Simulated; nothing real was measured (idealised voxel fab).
Process module under the name voxel ribs on slabs
The figure presents cross-section cut, which has a width of 255 nm and is divided into square cells with an edge length of 5 nm.
Bands, listed from the top down, are how a cross-section gets written in this document; the cross-section itself is a grid of square cells, and a band is one or more rows of them.
Band entry format. Leading values: height of top, height of bottom, nm. Remainder: materials in left-to-right order, each with its width in nm. Special words: "edge to edge" on a single material, which then fills the band edge to edge; "blank", empty space.
We count height from 0. Below that, the starting wafer is all one material. The lowest band never ends at the bottom but goes on down; see "from 0 down" for how that is written.
You'd read "30->40" like this: the band's top row of cells is as wide as the first number, its bottom row is as wide as the second, and going down, every row changes width by the same amount as the row before did.
"no modification" for a step: no cell of the cross-section changed in that step.
Enclosed voids (no open way to top), threshold 8 cells or more, entry "Enclosed void catalog", notation width x height at distance, distance from left edge, nm.
Note: text after step settings on the step line = simulator remark on that step.
overlay nm: for a step with a mask, the amount by which the mask lay right of where it was planned; a negative amount means left of it.
These are the steps we planned for the process
1,RECEIVE: material Si
2,DIRECTIONAL_DEP: material SiO2, thk nm 25
3,DIRECTIONAL_DEP: material polySi, thk nm 15
4,MASKED_ETCH: tone cover, mask id RIB, width nm 30, etch materials polySi, depth nm 5, overlay nm 0
5,DIRECTIONAL_DEP: material aC, thk nm 10
6,PATTERN: tone cover, mask id SLAB, material resist, width nm 70, thk nm 30, overlay nm 0
7,DIRECTIONAL_ETCH: etch materials aC, depth nm 10
8,STRIP: etch materials resist
9,DIRECTIONAL_ETCH: etch materials polySi, depth nm 10
10,STRIP: etch materials aC
11,FILL_DEP: material SiO2, thk nm 30
12,CMP: height nm 60
13,DIRECTIONAL_DEP: material TiN, thk nm 10
14,MASKED_ETCH: tone cover, mask id HEATER, width nm 40, etch materials TiN, depth nm 10, overlay nm 0
15,CONFORMAL_DEP: material SiO2, thk nm 5
For clarity, it should be stated that the wafers under discussion commence in an identical condition and differ with respect to the depth nm of step 4, the plan indicating the value that the first wafer had.
This is how the first of several wafers looked in cross-section when it arrived, which is after step 1
* from 0 down  Si edge to edge
* Enclosed void catalog: none
The figure below presents a cross-section of the first of several wafers at the conclusion of the module, following its last step, step 15
* from 75 to 70  blank 100  SiO2 50  blank 105
* from 70 to 65  blank 100  SiO2 5  TiN 40  SiO2 5  blank 105
* from 65 to 60  SiO2 105  TiN 40  SiO2 110
* from 60 to 40  SiO2 edge to edge
* from 40 to 35  SiO2 110  polySi 30  SiO2 115
* from 35 to 25  SiO2 90  polySi 70  SiO2 95
* from 25 to 0  SiO2 edge to edge
* from 0 down  Si edge to edge
* Enclosed void catalog: none
Final wafer of several, shown in cross-section at the end of the module
* from 75 to 70  blank 100  SiO2 50  blank 105
* from 70 to 65  blank 100  SiO2 5  TiN 40  SiO2 5  blank 105
* from 65 to 60  SiO2 105  TiN 40  SiO2 110
* from 60 to 40  SiO2 edge to edge
* from 40 to 25  SiO2 110  polySi 30  SiO2 115
* from 25 to 0  SiO2 edge to edge
* from 0 down  Si edge to edge
* Enclosed void catalog: none
Below is a per-wafer table. In it, each row describes the wafer at the end of the module by giving, for each material, the number of cells gained (+) or lost (-) since the wafer was received, and after that the closed voids of the wafer
depth nm 5 | +633 SiO2 | +16 TiN | +34 polySi | Enclosed void catalog: none
depth nm 10 | +641 SiO2 | +16 TiN | +26 polySi | Enclosed void catalog: none
depth nm 15 | +649 SiO2 | +16 TiN | +18 polySi | Enclosed void catalog: none
depth nm 20 | +649 SiO2 | +16 TiN | +18 polySi | Enclosed void catalog: none
